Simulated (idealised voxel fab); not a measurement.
Name of the process module below: voxel fin reveal
Cross-section cut: width 290 nm, square cells of 5 nm.
Format of a cross-section: grid, square cells. Given as bands. Order: top down. Band: one or more rows of cells.
Heads up on the band format: heights come first, top then bottom, in nm. After that it's the materials left to right, each with its width in nm. A single material flagged "throughout" fills the whole band edge to edge, and "empty" means there's empty space there.
Heights are measured from 0, the level below which the as-received wafer is all one material; the lowest band has no bottom and continues downward, written as in "from 0 down".
A width given as "30->40" starts at the first number in the band's top row and ends at the second number in its bottom row, shifting by an equal amount at every step from row to row.
Step marked "nothing got changed"? Then no cell in the cross-section changed in it.
Under "Voids, sealed" you'll find the enclosed gaps, the ones with no way out to the top, that are 8 cells or bigger; each reads width x height at distance, with distance counted from the left edge, everything in nm.
That trailing text on a step's line, after the settings, is the simulator's own remark on the step.
"overlay nm" answers the question of how far to the right of plan the mask lay on a step that has a mask, and when it is negative the answer is to the left.

# So here's the lineup of process steps we planned
| 1 | RECEIVE [material Si] |
| 2 | CONFORMAL_DEP [material SiN] [thk nm 5] |
| 3 | MASKED_ETCH [tone cover] [mask id FINS] [width nm 15] [pitch nm 45] [etch materials SiN] [depth nm 5] [overlay nm 0] |
| 4 | MASKED_ETCH [tone cover] [mask id FINS] [width nm 15] [pitch nm 45] [etch materials Si] [depth nm 40] [overlay nm -15] |
| 5 | FILL_DEP [material SiO2] [thk nm 10] |
| 6 | CMP [height nm 5] |
| 7 | SELECTIVE_ETCH [etch materials SiO2] [depth nm 20] |
| 8 | STRIP [etch materials SiN] |
| 9 | CONFORMAL_DEP [material HfO2] [thk nm 5] |
Across this set of wafers, the varied parameter is the overlay nm of step 4. Starting conditions are identical for every wafer, and the plan reports the value assigned to the first wafer.

# First of several wafers, received after step 1, in cross-section
from 0 down: Si throughout
Voids, sealed: none

# Post step 9, the closing step of the module: first of several wafers, cross-sectioned
from 5 to 0: empty: 50 | HfO2: 40 | empty: 5 | HfO2: 40 | empty: 5 | HfO2: 40 | empty: 5 | HfO2: 40 | empty: 65
from 0 to -10: empty: 50 | HfO2: 5 | Si: 30 | HfO2: 5 | empty: 5 | HfO2: 5 | Si: 30 | HfO2: 5 | empty: 5 | HfO2: 5 | Si: 30 | HfO2: 5 | empty: 5 | HfO2: 5 | Si: 30 | HfO2: 5 | empty: 65
from -10 to -15: HfO2: 55 | Si: 30 | HfO2: 15 | Si: 30 | HfO2: 15 | Si: 30 | HfO2: 15 | Si: 30 | HfO2: 70
from -15 to -40: SiO2: 55 | Si: 30 | SiO2: 15 | Si: 30 | SiO2: 15 | Si: 30 | SiO2: 15 | Si: 30 | SiO2: 70
from -40 down: Si throughout
Voids, sealed: none

# Last wafer x-sec, end of module
from 5 to 0: empty: 65 | HfO2: 40 | empty: 5 | HfO2: 40 | empty: 5 | HfO2: 40 | empty: 5 | HfO2: 40 | empty: 50
from 0 to -10: empty: 65 | HfO2: 5 | Si: 30 | HfO2: 5 | empty: 5 | HfO2: 5 | Si: 30 | HfO2: 5 | empty: 5 | HfO2: 5 | Si: 30 | HfO2: 5 | empty: 5 | HfO2: 5 | Si: 30 | HfO2: 5 | empty: 50
from -10 to -15: HfO2: 70 | Si: 30 | HfO2: 15 | Si: 30 | HfO2: 15 | Si: 30 | HfO2: 15 | Si: 30 | HfO2: 55
from -15 to -40: SiO2: 70 | Si: 30 | SiO2: 15 | Si: 30 | SiO2: 15 | Si: 30 | SiO2: 15 | Si: 30 | SiO2: 55
from -40 down: Si throughout
Voids, sealed: none

# The rows of the table below are wafers. Looking at the end of the module, a row counts, for every material, the cells the wafer has gained, shown as (+), or lost, shown as (-), since it was received; its closed voids come next
overlay nm -15, +82 HfO2, -272 Si, +170 SiO2, Voids, sealed: none
overlay nm -10, +82 HfO2, -304 Si, +190 SiO2, Voids, sealed: none
overlay nm -5, +82 HfO2, -336 Si, +210 SiO2, Voids, sealed: none
overlay nm 0, +82 HfO2, -368 Si, +230 SiO2, Voids, sealed: none
overlay nm 5, +82 HfO2, -336 Si, +210 SiO2, Voids, sealed: none
overlay nm 10, +82 HfO2, -304 Si, +190 SiO2, Voids, sealed: none
overlay nm 15, +82 HfO2, -272 Si, +170 SiO2, Voids, sealed: none
